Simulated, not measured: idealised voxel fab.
Proc. module: voxel self aligned vias
270 nm wide, 5 nm square cells: that's cross-section cut.
Just so we're on the same page, the cross-sections are grids of square cells, and they're listed out in bands top to bottom, each band one or more rows deep. For a band, the entry starts with two heights in nm, that of the top and then that of the bottom, and carries on with the band's materials in order from left to right, each alongside its width in nm; the word "everywhere" beside a single material means it fills the band edge to edge, and "empty" means empty space. We count height from 0. Below that, the starting wafer is all one material. The lowest band never ends at the bottom but goes on down; see "z 0 and below" for how that is written. Read "30..40" as a graded width: first number on top, second number at the bottom, same change between each pair of neighbouring rows. Any step labelled "no modification" changed none of the cells in the cross-section. In "Unvented voids" the enclosed voids are listed, meaning empty spaces of 8 cells or larger without any opening to the top. The form is width x height at distance, distance from the left edge, units nm. Where a step's line continues beyond its settings, the continuation is a remark by the simulator itself on that step. overlay nm: step with mask; distance mask lay right of planned place; negative value = left of planned place.

Below is the list of planned process steps
1,RECEIVE [material Si]
2,CONFORMAL_DEP [material SiO2] [thk nm 15]
3,CONFORMAL_DEP [material SiCN] [thk nm 5]
4,DIRECTIONAL_DEP [material SiO2] [thk nm 30]
5,PATTERN [tone open] [mask id LINES] [material resist] [width nm 25] [pitch nm 50] [thk nm 15] [overlay nm 0]
6,DIRECTIONAL_ETCH [etch materials SiO2] [depth nm 30]
7,STRIP [etch materials resist]
8,CONFORMAL_DEP [material TiN] [thk nm 5]
9,FILL_DEP [material Ru] [thk nm 10]
10,CMP [height nm 50]
11,SELECTIVE_ETCH [etch materials W Ru TiN] [depth nm 5]
12,FILL_DEP [material SiN] [thk nm 5]
13,CMP [height nm 50]
14,DIRECTIONAL_DEP [material SiO2] [thk nm 20]
15,MASKED_ETCH [tone open] [mask id VIAS] [width nm 35] [pitch nm 100] [etch materials SiO2] [depth nm 20] [overlay nm 0]
16,MASKED_ETCH [tone open] [mask id VIAS] [width nm 35] [pitch nm 100] [etch materials SiN] [depth nm 5] [overlay nm 0]
17,CONFORMAL_DEP [material TiN] [thk nm 5]
18,FILL_DEP [material Cu] [thk nm 5]
19,CMP [height nm 70]
20,CONFORMAL_DEP [material SiN] [thk nm 5]

The cross-section here shows the wafer as received, i.e. in its state after step 1
	z 0 and below  Si everywhere
	Unvented voids: none

Here's the wafer cut in cross-section after the module, started and planned just like above, except one thing was done wrong in the run
	z 75 to 70  SiN everywhere
	z 70 to 55  SiO2=65 | TiN=5 | Cu=25 | TiN=5 | SiO2=65 | TiN=5 | Cu=25 | TiN=5 | SiO2=70
	z 55 to 50  SiO2=65 | TiN=35 | SiO2=65 | TiN=35 | SiO2=70
	z 50 to 45  SiN=65 | TiN=5 | SiO2=25 | TiN=5 | SiN=20 | SiO2=25 | SiN=20 | TiN=5 | SiO2=25 | TiN=5 | SiN=70
	z 45 to 25  Ru=65 | TiN=5 | SiO2=25 | TiN=5 | Ru=15 | TiN=5 | SiO2=25 | TiN=5 | Ru=15 | TiN=5 | SiO2=25 | TiN=5 | Ru=70
	z 25 to 20  TiN=70 | SiO2=25 | TiN=25 | SiO2=25 | TiN=25 | SiO2=25 | TiN=75
	z 20 to 15  SiCN everywhere
	z 15 to 0  SiO2 everywhere
	z 0 and below  Si everywhere
	Unvented voids: none
The plan and the run diverged here: step 5 was not run as planned; what actually ran was PATTERN [tone cover] [mask id LINES] [material resist] [width nm 25] [pitch nm 50] [thk nm 15] [overlay nm 0]
